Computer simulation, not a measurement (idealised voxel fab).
process module | voxel self aligned contacts
cross-section cut | 160 nm wide | cells 5 nm
A cross-section is a grid of square cells, given in bands from the top down. A band is one or more rows of cells.
Each band's line starts with the height of the band's top and of its bottom, in nm. Then come its materials from left to right, each with its width in nm. One material with "throughout" fills the band from edge to edge. "air" is empty space.
Height 0 is the level under which the wafer as received is all one material. The lowest band goes on downwards, as in "0 down".
A width such as "30 to 40" changes by the same amount from each row of cells to the next, from the band's top row to its bottom row.
"no change" after a step means that no cell of the cross-section changed.
closed voids: empty space of 8 cells or more with no open way to the top, each as width x height at its distance from the left edge, in nm
after a step's settings: what the simulator itself notes on the step
overlay nm, on a step with a mask: how far to the right of its planned place the mask lay; to the left if negative
plan
1 op RECEIVE | material Si
2 op CONFORMAL_DEP | material SiO2 | thk nm 5
3 op DIRECTIONAL_DEP | material polySi | thk nm 20
4 op DIRECTIONAL_DEP | material SiN | thk nm 25
5 op MASKED_ETCH | tone cover | mask id GATE | width nm 25 | pitch nm 60 | etch materials SiN | depth nm 25 | overlay nm 0
6 op MASKED_ETCH | tone cover | mask id GATE | width nm 25 | pitch nm 60 | etch materials polySi | depth nm 20 | overlay nm 0
7 op CONFORMAL_DEP | material SiN | thk nm 10
8 op DIRECTIONAL_ETCH | etch materials SiN | depth nm 10
9 op FILL_DEP | material SiO2 | thk nm 20
10 op CMP | height nm 60
11 op MASKED_ETCH | tone open | mask id CONTACT | width nm 45 | etch materials SiO2 | depth nm 60 | overlay nm 0
12 op CONFORMAL_DEP | material TiN | thk nm 5
13 op FILL_DEP | material Ru | thk nm 10
14 op CMP | height nm 60
15 op CONFORMAL_DEP | material SiCN | thk nm 5
as received, after step 1
  0 down: Si throughout
  closed voids: none
a wafer at the end: this start, this plan, one mistake
  65 to 60: SiCN throughout
  60 to 50: SiO2 55 | TiN 5 to 25 | Ru 35 to 5 | TiN 5 to 15 | SiO2 60
  50 to 30: SiO2 30 | SiN 45 | TiN 5 | Ru 5 | TiN 5 | SiN 45 | SiO2 25
  30 to 25: SiO2 30 | SiN 45 | TiN 15 | SiN 45 | SiO2 25
  25 to 5: SiO2 25 | SiN 10 | polySi 30 | SiN 10 | TiN 10 | SiN 10 | polySi 30 | SiN 10 | SiO2 25
  5 to 0: SiO2 75 | TiN 10 | SiO2 75
  0 down: Si throughout
  closed voids: none
what went wrong: step 5 ran as: op MASKED_ETCH | tone cover | mask id GATE | width nm 25 | pitch nm 60 | etch materials SiN | depth nm 25 | overlay nm 5
